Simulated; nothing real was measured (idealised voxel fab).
Process module under the name voxel released beams
cross-section cut | 240 nm wide | cells 5 nm
In this document a cross-section is written as a grid of square cells. It is given as a series of bands, listed from the top down, and a band is one or more rows of cells. Within each band entry, the heights of the top and of the bottom of the band appear first, in that order and in nm; the materials of the band then follow from left to right, each with its corresponding width in nm. The designation "throughout" on a single material indicates that it fills the band from edge to edge; the designation "air" indicates empty space. The level at which height equals 0 is the one under which the wafer, as it arrives, is entirely one material. No lower edge exists for the bottom band, which continues downward and is notated as in "0..down". Per-row width for "30->40": begins at first number (top row of band), ends at second number (bottom row), increment between rows held constant. Key: "no change occurred" - step with no changed cell in the cross-section. Under "Cavities, sealed" you'll find the enclosed gaps, the ones with no way out to the top, that are 8 cells or bigger; each reads width x height at distance, with distance counted from the left edge, everything in nm. Anything after a step's settings on that line? It's the simulator's own note about the step. A step line may carry the setting "overlay nm", which, for steps involving a mask, states the distance by which the mask lay to the right of its intended position; negative values denote displacement to the left.
### Here's what the planned process steps look like
1: op RECEIVE | material Si
2: op CONFORMAL_DEP | material SiN | thk nm 5
3: op DIRECTIONAL_DEP | material SiO2 | thk nm 20
4: op DIRECTIONAL_DEP | material aC | thk nm 10
5: op PATTERN | tone open | mask id ANCHOR | material resist | width nm 40 | thk nm 25 | overlay nm 0
6: op DIRECTIONAL_ETCH | etch materials aC | depth nm 10
7: op STRIP | etch materials resist
8: op DIRECTIONAL_ETCH | etch materials SiO2 | depth nm 20
9: op STRIP | etch materials aC
10: op CONFORMAL_DEP | material polySi | thk nm 15
11: op DIRECTIONAL_DEP | material aC | thk nm 10
12: op PATTERN | tone cover | mask id BEAM | material resist | width nm 90 | thk nm 30 | overlay nm 0
13: op DIRECTIONAL_ETCH | etch materials aC | depth nm 10
14: op STRIP | etch materials resist
15: op DIRECTIONAL_ETCH | etch materials polySi | depth nm 15
16: op STRIP | etch materials aC
17: op STRIP | etch materials SiO2
### As received (post step 1): cross-section
* 0..down: Si throughout
* Cavities, sealed: none
### First of two wafers: cross-section at end of module, run per plan
* 40..25: air (70); polySi (20); air (10); polySi (60); air (80)
* 25..20: air (75); polySi (15); air (10); polySi (15); air (125)
* 20..5: air (75); polySi (40); air (125)
* 5..0: SiN throughout
* 0..down: Si throughout
* Cavities, sealed: none
### Cross-section of the latter of the two wafers at module completion. It had an identical start and an identical plan to the former; in running it, one mistake was made
* 35..20: air (70); polySi (20); air (10); polySi (60); air (80)
* 20..15: air (75); polySi (15); air (10); polySi (15); air (125)
* 15..0: air (75); polySi (40); air (125)
* 0..down: Si throughout
* Cavities, sealed: none
Here's what went sideways: step 2 from the plan never happened, it was just skipped
Per the end-of-run cell counts, the second wafer holds more or fewer of some materials than the first: SiN: 48 fewer
